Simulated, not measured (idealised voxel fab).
process module | voxel spacer lines
cross-section cut | 280 nm wide | cells 5 nm
A cross-section is a grid of square cells, given in bands from the top down. A band is one or more rows of cells.
Each band's line starts with the height of the band's top and of its bottom, in nm. Then come its materials from left to right, each with its width in nm. One material with "throughout" fills the band from edge to edge. "air" is empty space.
Height 0 is the level under which the wafer as received is all one material. The lowest band goes on downwards, as in "0 down".
A width such as "30 to 40" changes by the same amount from each row of cells to the next, from the band's top row to its bottom row.
"no change" after a step means that no cell of the cross-section changed.
closed voids: empty space of 8 cells or more with no open way to the top, each as width x height at its distance from the left edge, in nm
after a step's settings: what the simulator itself notes on the step
overlay nm, on a step with a mask: how far to the right of its planned place the mask lay; to the left if negative
plan
1 op RECEIVE | material Si
2 op CONFORMAL_DEP | material Al2O3 | thk nm 10
3 op DIRECTIONAL_DEP | material SiN | thk nm 10
4 op DIRECTIONAL_DEP | material aC | thk nm 20
5 op PATTERN | tone cover | mask id MANDREL | material resist | width nm 15 | pitch nm 50 | thk nm 25 | overlay nm 0
6 op DIRECTIONAL_ETCH | etch materials aC | depth nm 20
7 op STRIP | etch materials resist
8 op CONFORMAL_DEP | material SiO2 | thk nm 10
9 op DIRECTIONAL_ETCH | etch materials SiO2 | depth nm 10
10 op STRIP | etch materials aC
11 op DIRECTIONAL_ETCH | etch materials SiN | depth nm 10
12 op STRIP | etch materials SiO2
13 op FILL_DEP | material SiO2 | thk nm 10
14 op CMP | height nm 20
as received, after step 1
  0 down: Si throughout
  closed voids: none
a wafer at the end: this start, this plan, one mistake
  20 to 10: SiO2 85 | SiN 10 | SiO2 15 | SiN 10 | SiO2 15 | SiN 10 | SiO2 15 | SiN 10 | SiO2 110
  10 to 0: Al2O3 throughout
  0 down: Si throughout
  closed voids: none
what went wrong: step 5 ran as: op PATTERN | tone cover | mask id MANDREL | material resist | width nm 15 | pitch nm 50 | thk nm 25 | overlay nm -10
